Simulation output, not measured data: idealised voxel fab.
Proc. module: voxel tone inversion
The figure presents cross-section cut, which has a width of 145 nm and is divided into square cells with an edge length of 5 nm.
Cross-sections here: square-cell grids, written as top-down lists of bands, a band being one or more rows of cells.
Top height, bottom height, nm. Materials left to right, width each, nm. Single material + "edge to edge" = fills band edge to edge. "blank" = empty.
The reference from which all heights are counted is 0, the level beneath which the as-received wafer is entirely one material; the lowest band, having no lower bound, proceeds downward and is written after the example "0 nm and below".
It should be noted that a width expressed as "30 to 40" varies in equal increments from row to row of cells within the band, taking the value of the first number at the top row and that of the second number at the bottom row.
Any step labelled "changes: none" changed none of the cells in the cross-section.
"Trapped cavities": empty spaces of 8 cells or more with no open way to the top, each given as width x height at distance, distance from the left edge, all in nm.
Read whatever lies past the settings on a step's line as the simulator's own remark about the step.
You can add "overlay nm" to a step's line. For a step with a mask, it describes how far the mask lay to the right of its planned position, and a negative number describes a lay to the left.
SO HERE'S THE LINEUP OF PROCESS STEPS WE PLANNED
- 1: RECEIVE: material Si
- 2: CONFORMAL_DEP: material SiCN, thk nm 10
- 3: DIRECTIONAL_DEP: material polySi, thk nm 15
- 4: PATTERN: tone cover, mask id POSTS, material resist, width nm 20, pitch nm 40, thk nm 25, overlay nm 0
- 5: DIRECTIONAL_ETCH: etch materials polySi, depth nm 15
- 6: STRIP: etch materials resist
- 7: FILL_DEP: material lowk, thk nm 5
- 8: CMP: height nm 25
- 9: STRIP: etch materials polySi
- 10: CONFORMAL_DEP: material TiN, thk nm 5
- 11: FILL_DEP: material Cu, thk nm 10
- 12: CMP: height nm 25
- 13: CONFORMAL_DEP: material SiN, thk nm 5
FIRST WAFER, TWO IN TOTAL, RUN AS PLANNED
THE CROSS-SECTION HERE SHOWS THE WAFER AS RECEIVED, I.E. IN ITS STATE AFTER STEP 1
	0 nm and below | Si edge to edge
	Trapped cavities: none
AFTER STEP 2: WAFER CROSS-SECTION
	10 nm to 0 nm | SiCN edge to edge
	For the remainder of the cross-section, below 0, there is no change.
AFTER STEP 3: WAFER CROSS-SECTION
	25 nm to 10 nm | polySi edge to edge
	For the remainder of the cross-section, below 10, there is no change.
AFTER STEP 4: WAFER CROSS-SECTION
	50 nm to 25 nm | blank 20, resist 20, blank 20, resist 20, blank 20, resist 20, blank 25
	For the remainder of the cross-section, below 25, there is no change.
AFTER STEP 5: WAFER CROSS-SECTION
	50 nm to 25 nm | blank 20, resist 20, blank 20, resist 20, blank 20, resist 20, blank 25
	25 nm to 10 nm | blank 20, polySi 20, blank 20, polySi 20, blank 20, polySi 20, blank 25
	For the remainder of the cross-section, below 10, there is no change.
AFTER STEP 6: WAFER CROSS-SECTION
	25 nm to 10 nm | blank 20, polySi 20, blank 20, polySi 20, blank 20, polySi 20, blank 25
	For the remainder of the cross-section, below 10, there is no change.
AFTER STEP 7: WAFER CROSS-SECTION
	30 nm to 25 nm | lowk edge to edge
	25 nm to 10 nm | lowk 20, polySi 20, lowk 20, polySi 20, lowk 20, polySi 20, lowk 25
	For the remainder of the cross-section, below 10, there is no change.
AFTER STEP 8: WAFER CROSS-SECTION
	25 nm to 10 nm | lowk 20, polySi 20, lowk 20, polySi 20, lowk 20, polySi 20, lowk 25
	For the remainder of the cross-section, below 10, there is no change.
AFTER STEP 9: WAFER CROSS-SECTION
	25 nm to 10 nm | lowk 20, blank 20, lowk 20, blank 20, lowk 20, blank 20, lowk 25
	For the remainder of the cross-section, below 10, there is no change.
AFTER STEP 10: WAFER CROSS-SECTION
	30 nm to 25 nm | TiN 25, blank 10, TiN 30, blank 10, TiN 30, blank 10, TiN 30
	25 nm to 15 nm | lowk 20, TiN 5, blank 10, TiN 5, lowk 20, TiN 5, blank 10, TiN 5, lowk 20, TiN 5, blank 10, TiN 5, lowk 25
	15 nm to 10 nm | lowk 20, TiN 20, lowk 20, TiN 20, lowk 20, TiN 20, lowk 25
	For the remainder of the cross-section, below 10, there is no change.
AFTER STEP 11: WAFER CROSS-SECTION
	40 nm to 30 nm | Cu edge to edge
	30 nm to 25 nm | TiN 25, Cu 10, TiN 30, Cu 10, TiN 30, Cu 10, TiN 30
	25 nm to 15 nm | lowk 20, TiN 5, Cu 10, TiN 5, lowk 20, TiN 5, Cu 10, TiN 5, lowk 20, TiN 5, Cu 10, TiN 5, lowk 25
	For the remainder of the cross-section, below 15, there is no change.
AFTER STEP 12: WAFER CROSS-SECTION
	25 nm to 15 nm | lowk 20, TiN 5, Cu 10, TiN 5, lowk 20, TiN 5, Cu 10, TiN 5, lowk 20, TiN 5, Cu 10, TiN 5, lowk 25
	For the remainder of the cross-section, below 15, there is no change.
AFTER STEP 13: WAFER CROSS-SECTION
	30 nm to 25 nm | SiN edge to edge
	For the remainder of the cross-section, below 25, there is no change.
THE SECOND WAFER: COMMON ORIGIN AND PLAN, ONE MISTAKE IN EXECUTION, IDENTICAL TO THE FIRST THROUGH STEP 4
THE SECOND WAFER IN CROSS-SECTION, AT THE PLANNED CLOSE OF STEP 5
	50 nm to 25 nm | blank 20, resist 20, blank 20, resist 20, blank 20, resist 20, blank 25
	25 nm to 10 nm | blank 20, polySi 20, blank 20, polySi 20, blank 20, polySi 20, blank 25
	For the remainder of the cross-section, below 10, there is no change.
THE SECOND WAFER IN CROSS-SECTION, AT THE PLANNED CLOSE OF STEP 6
	25 nm to 10 nm | blank 20, polySi 20, blank 20, polySi 20, blank 20, polySi 20, blank 25
	For the remainder of the cross-section, below 10, there is no change.
THE SECOND WAFER IN CROSS-SECTION, AT THE PLANNED CLOSE OF STEP 7
	30 nm to 25 nm | lowk edge to edge
	25 nm to 10 nm | lowk 20, polySi 20, lowk 20, polySi 20, lowk 20, polySi 20, lowk 25
	For the remainder of the cross-section, below 10, there is no change.
THE SECOND WAFER IN CROSS-SECTION, AT THE PLANNED CLOSE OF STEP 8
	25 nm to 10 nm | lowk 20, polySi 20, lowk 20, polySi 20, lowk 20, polySi 20, lowk 25
	For the remainder of the cross-section, below 10, there is no change.
THE SECOND WAFER IN CROSS-SECTION, AT THE PLANNED CLOSE OF STEP 9
	25 nm to 10 nm | lowk 20, blank 20, lowk 20, blank 20, lowk 20, blank 20, lowk 25
	For the remainder of the cross-section, below 10, there is no change.
THE SECOND WAFER IN CROSS-SECTION, AT THE PLANNED CLOSE OF STEP 10
	30 nm to 25 nm | TiN 25, blank 10, TiN 30, blank 10, TiN 30, blank 10, TiN 30
	25 nm to 15 nm | lowk 20, TiN 5, blank 10, TiN 5, lowk 20, TiN 5, blank 10, TiN 5, lowk 20, TiN 5, blank 10, TiN 5, lowk 25
	15 nm to 10 nm | lowk 20, TiN 20, lowk 20, TiN 20, lowk 20, TiN 20, lowk 25
	For the remainder of the cross-section, below 10, there is no change.
THE SECOND WAFER IN CROSS-SECTION, AT THE PLANNED CLOSE OF STEP 11
	40 nm to 30 nm | Cu edge to edge
	30 nm to 25 nm | TiN 25, Cu 10, TiN 30, Cu 10, TiN 30, Cu 10, TiN 30
	25 nm to 15 nm | lowk 20, TiN 5, Cu 10, TiN 5, lowk 20, TiN 5, Cu 10, TiN 5, lowk 20, TiN 5, Cu 10, TiN 5, lowk 25
	For the remainder of the cross-section, below 15, there is no change.
THE SECOND WAFER IN CROSS-SECTION, AT THE PLANNED CLOSE OF STEP 12
	25 nm to 15 nm | lowk 20, TiN 5, Cu 10, TiN 5, lowk 20, TiN 5, Cu 10, TiN 5, lowk 20, TiN 5, Cu 10, TiN 5, lowk 25
	For the remainder of the cross-section, below 15, there is no change.
THE SECOND WAFER IN CROSS-SECTION, AT THE PLANNED CLOSE OF STEP 13
	30 nm to 25 nm | SiN edge to edge
	For the remainder of the cross-section, below 25, there is no change.
So what did we get wrong on this run? plan step 5 ran twice
Honestly, by the end the two wafers have the same cross-section, so the mistake just doesn't show up in what this model computes.
